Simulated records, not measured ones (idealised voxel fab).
The process module that follows is named voxel capacitor over wiring.
This is section cut - it's 280 nm across, gridded in 5 nm square cells.
Just so we're on the same page, the cross-sections are grids of square cells, and they're listed out in bands top to bottom, each band one or more rows deep. For a band, the entry starts with two heights in nm, that of the top and then that of the bottom, and carries on with the band's materials in order from left to right, each alongside its width in nm; the word "all across" beside a single material means it fills the band edge to edge, and "air" means empty space. Heights are measured from 0, the level below which the as-received wafer is all one material; the lowest band has no bottom and continues downward, written as in "0 and below". It should be noted that a width expressed as "30..40" varies in equal increments from row to row of cells within the band, taking the value of the first number at the top row and that of the second number at the bottom row. When a step is marked "no modifications", none of the cells in the cross-section changed during that step. "Enclosed cavity list": empty spaces of 8 cells or more with no open way to the top, each given as width x height at distance, distance from the left edge, all in nm. Where a step's line continues beyond its settings, the continuation is a remark by the simulator itself on that step. Steps that use a mask can have "overlay nm" on their line. It says how far the mask sat to the right of where it was meant to be. Negative means to the left.
[The following list gives the planned process steps]
1. RECEIVE (material Si)
2. CONFORMAL_DEP (material SiO2; thk nm 15)
3. CONFORMAL_DEP (material SiN; thk nm 5)
4. DIRECTIONAL_DEP (material lowk; thk nm 20)
5. PATTERN (tone open; mask id METAL_1; material resist; width nm 30; pitch nm 80; thk nm 15; overlay nm 0)
6. DIRECTIONAL_ETCH (etch materials lowk; depth nm 20)
7. DIRECTIONAL_ETCH (etch materials SiN; depth nm 5)
8. STRIP (etch materials resist)
9. CONFORMAL_DEP (material TiN; thk nm 5)
10. FILL_DEP (material W; thk nm 5)
11. CMP (height nm 40)
12. CONFORMAL_DEP (material SiCN; thk nm 5)
13. DIRECTIONAL_DEP (material SiO2; thk nm 10)
14. DIRECTIONAL_DEP (material aC; thk nm 10)
15. PATTERN (tone open; mask id PLUG_1; material resist; width nm 15; thk nm 30; overlay nm 0)
16. DIRECTIONAL_ETCH (etch materials aC; depth nm 10)
17. STRIP (etch materials resist)
18. DIRECTIONAL_ETCH (etch materials SiO2; depth nm 10)
19. DIRECTIONAL_ETCH (etch materials SiCN; depth nm 5)
20. STRIP (etch materials aC)
21. CONFORMAL_DEP (material TiN; thk nm 5)
22. FILL_DEP (material Ru; thk nm 5)
23. CMP (height nm 55)
24. DIRECTIONAL_DEP (material TiN; thk nm 10)
25. DIRECTIONAL_DEP (material Al2O3; thk nm 5)
26. DIRECTIONAL_DEP (material TiN; thk nm 5)
27. MASKED_ETCH (tone cover; mask id UPPER_PLATE; width nm 55; etch materials TiN; depth nm 5; overlay nm 0)
28. MASKED_ETCH (tone cover; mask id UPPER_PLATE; width nm 55; etch materials Al2O3; depth nm 5; overlay nm 0)
29. PATTERN (tone cover; mask id LOWER_PLATE; material resist; width nm 65; thk nm 15; overlay nm 0)
30. DIRECTIONAL_ETCH (etch materials TiN; depth nm 10)
31. STRIP (etch materials resist)
32. FILL_DEP (material SiO2; thk nm 15)
33. CMP (height nm 85)
34. PATTERN (tone open; mask id PLUG_2; material resist; width nm 15; thk nm 15; overlay nm 0)
35. DIRECTIONAL_ETCH (etch materials SiO2; depth nm 10)
36. STRIP (etch materials resist)
37. CONFORMAL_DEP (material TiN; thk nm 5)
38. FILL_DEP (material Cu; thk nm 5)
39. CMP (height nm 85)
40. CONFORMAL_DEP (material SiCN; thk nm 5)
[Cross-section: wafer on arrival = after step 1]
- 0 and below = Si all across
- Enclosed cavity list: none
[The following cross-section depicts the wafer upon conclusion of the module. Processing commenced from the starting condition illustrated above and adhered to the plan illustrated above, save for one mistake in execution]
- 90 down to 85 = SiCN all across
- 85 down to 80 = 115 nm TiN, 5 nm Cu, 160 nm TiN
- 80 down to 70 = 110..100 nm SiO2, 15..55 nm TiN, 155..125 nm SiO2
- 70 down to 65 = 100 nm SiO2, 55 nm Al2O3, 125 nm SiO2
- 65 down to 55 = 95 nm SiO2, 65 nm TiN, 120 nm SiO2
- 55 down to 45 = 100 nm SiO2, 5 nm TiN, 5 nm Ru, 5 nm TiN, 165 nm SiO2
- 45 down to 40 = 100 nm SiCN, 15 nm TiN, 165 nm SiCN
- 40 down to 20 = 85 nm lowk, 5 nm TiN, 20 nm W, 5 nm TiN, 50 nm lowk, 5 nm TiN, 20 nm W, 5 nm TiN, 85 nm lowk
- 20 down to 15 = 85 nm SiN, 30 nm TiN, 50 nm SiN, 30 nm TiN, 85 nm SiN
- 15 down to 0 = SiO2 all across
- 0 and below = Si all across
- Enclosed cavity list: none
Run error: step 33, actual vs plan mismatch, actual run CMP (height nm 80)
